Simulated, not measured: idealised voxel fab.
Process module in this document: voxel tone inversion
It is cross-section cut that appears here, measuring 290 nm in width, its square cells being 5 nm in size.
Cross-section format: a grid of square cells, given as bands from top to bottom; each band is one or more rows of cells. The entry gives the band's vertical extent as a top height and a bottom height in nm, then its horizontal make-up as materials from left to right, each with a width in nm. "empty" stands for empty space; a single material marked "everywhere" fills the band edge to edge. Height is counted from the level 0, under which the received wafer is composed throughout of one material. The lowest of the bands is not closed at the bottom but continues downward, in the notation "0 nm and below". The notation "30->40" denotes a width that varies across the rows of cells in the band, beginning at the first number in the top row, finishing at the second number in the bottom row, and changing by an identical amount from each row to the next. Reading "identical to before" for a step: not a cell of the cross-section changed in it. "Enclosed void list": empty spaces of 8 cells or more with no open way to the top, each given as width x height at distance, distance from the left edge, all in nm. Read whatever lies past the settings on a step's line as the simulator's own remark about the step. "overlay nm", when on a step's line for a step with a mask, measures how far to the right of its planned place the mask lay; a negative measure means to the left.

THE PLANNED PROCESS STEPS ARE ENUMERATED HEREUNDER
1 RECEIVE with material Si
2 CONFORMAL_DEP with material SiCN, thk nm 5
3 DIRECTIONAL_DEP with material polySi, thk nm 15
4 PATTERN with tone cover, mask id POSTS, material resist, width nm 20, pitch nm 45, thk nm 25, overlay nm 0
5 DIRECTIONAL_ETCH with etch materials polySi, depth nm 15
6 STRIP with etch materials resist
7 FILL_DEP with material SiO2, thk nm 10
8 CMP with height nm 20
9 STRIP with etch materials polySi

THE FIRST OF A SET OF TWO WAFERS, RUN TO PLAN

AS-RECEIVED STATE OF THE WAFER IN CROSS-SECTION, EQUIVALENT TO POST-STEP 1
> 0 nm and below | Si everywhere
> Enclosed void list: none

TAKE A LOOK AT THE WAFER'S CROSS-SECTION AFTER STEP 2
> 5 nm to 0 nm | SiCN everywhere
> Anything lower than 0 is untouched.

TAKE A LOOK AT THE WAFER'S CROSS-SECTION AFTER STEP 3
> 20 nm to 5 nm | polySi everywhere
> Anything lower than 5 is untouched.

TAKE A LOOK AT THE WAFER'S CROSS-SECTION AFTER STEP 4
> 45 nm to 20 nm | 110 empty, then 20 resist, then 25 empty, then 20 resist, then 115 empty
> Anything lower than 20 is untouched.

TAKE A LOOK AT THE WAFER'S CROSS-SECTION AFTER STEP 5
> 45 nm to 20 nm | 110 empty, then 20 resist, then 25 empty, then 20 resist, then 115 empty
> 20 nm to 5 nm | 110 empty, then 20 polySi, then 25 empty, then 20 polySi, then 115 empty
> Anything lower than 5 is untouched.

TAKE A LOOK AT THE WAFER'S CROSS-SECTION AFTER STEP 6
> 20 nm to 5 nm | 110 empty, then 20 polySi, then 25 empty, then 20 polySi, then 115 empty
> Anything lower than 5 is untouched.

TAKE A LOOK AT THE WAFER'S CROSS-SECTION AFTER STEP 7
> 30 nm to 20 nm | SiO2 everywhere
> 20 nm to 5 nm | 110 SiO2, then 20 polySi, then 25 SiO2, then 20 polySi, then 115 SiO2
> Anything lower than 5 is untouched.

TAKE A LOOK AT THE WAFER'S CROSS-SECTION AFTER STEP 8
> 20 nm to 5 nm | 110 SiO2, then 20 polySi, then 25 SiO2, then 20 polySi, then 115 SiO2
> Anything lower than 5 is untouched.

TAKE A LOOK AT THE WAFER'S CROSS-SECTION AFTER STEP 9
> 20 nm to 5 nm | 110 SiO2, then 20 empty, then 25 SiO2, then 20 empty, then 115 SiO2
> Anything lower than 5 is untouched.

OKAY, SECOND WAFER. NOTHING DIFFERENT AT THE START, NOTHING DIFFERENT IN THE PLAN, JUST ONE MISTAKE SOMEWHERE IN THE RUNNING. AS FAR AS STEP 3, COUNTING THAT STEP, IT'S THE FIRST WAFER ALL OVER AGAIN

THE SECOND WAFER IN CROSS-SECTION, AT THE PLANNED CLOSE OF STEP 4
> 45 nm to 20 nm | 110 resist, then 20 empty, then 25 resist, then 20 empty, then 115 resist
> Anything lower than 20 is untouched.

THE SECOND WAFER IN CROSS-SECTION, AT THE PLANNED CLOSE OF STEP 5
> 45 nm to 20 nm | 110 resist, then 20 empty, then 25 resist, then 20 empty, then 115 resist
> 20 nm to 5 nm | 110 polySi, then 20 empty, then 25 polySi, then 20 empty, then 115 polySi
> Anything lower than 5 is untouched.

THE SECOND WAFER IN CROSS-SECTION, AT THE PLANNED CLOSE OF STEP 6
> 20 nm to 5 nm | 110 polySi, then 20 empty, then 25 polySi, then 20 empty, then 115 polySi
> Anything lower than 5 is untouched.

THE SECOND WAFER IN CROSS-SECTION, AT THE PLANNED CLOSE OF STEP 7
> 30 nm to 20 nm | SiO2 everywhere
> 20 nm to 5 nm | 110 polySi, then 20 SiO2, then 25 polySi, then 20 SiO2, then 115 polySi
> Anything lower than 5 is untouched.

THE SECOND WAFER IN CROSS-SECTION, AT THE PLANNED CLOSE OF STEP 8
> 20 nm to 5 nm | 110 polySi, then 20 SiO2, then 25 polySi, then 20 SiO2, then 115 polySi
> Anything lower than 5 is untouched.

THE SECOND WAFER IN CROSS-SECTION, AT THE PLANNED CLOSE OF STEP 9
> 20 nm to 5 nm | 110 empty, then 20 SiO2, then 25 empty, then 20 SiO2, then 115 empty
> Anything lower than 5 is untouched.
Finding, execution versus plan: step 4 ran with different settings than intended, the actual operation and settings being PATTERN with tone open, mask id POSTS, material resist, width nm 20, pitch nm 45, thk nm 25, overlay nm 0
Final comparison by cell count, materials where the second wafer has more or fewer than the first: SiO2 -126
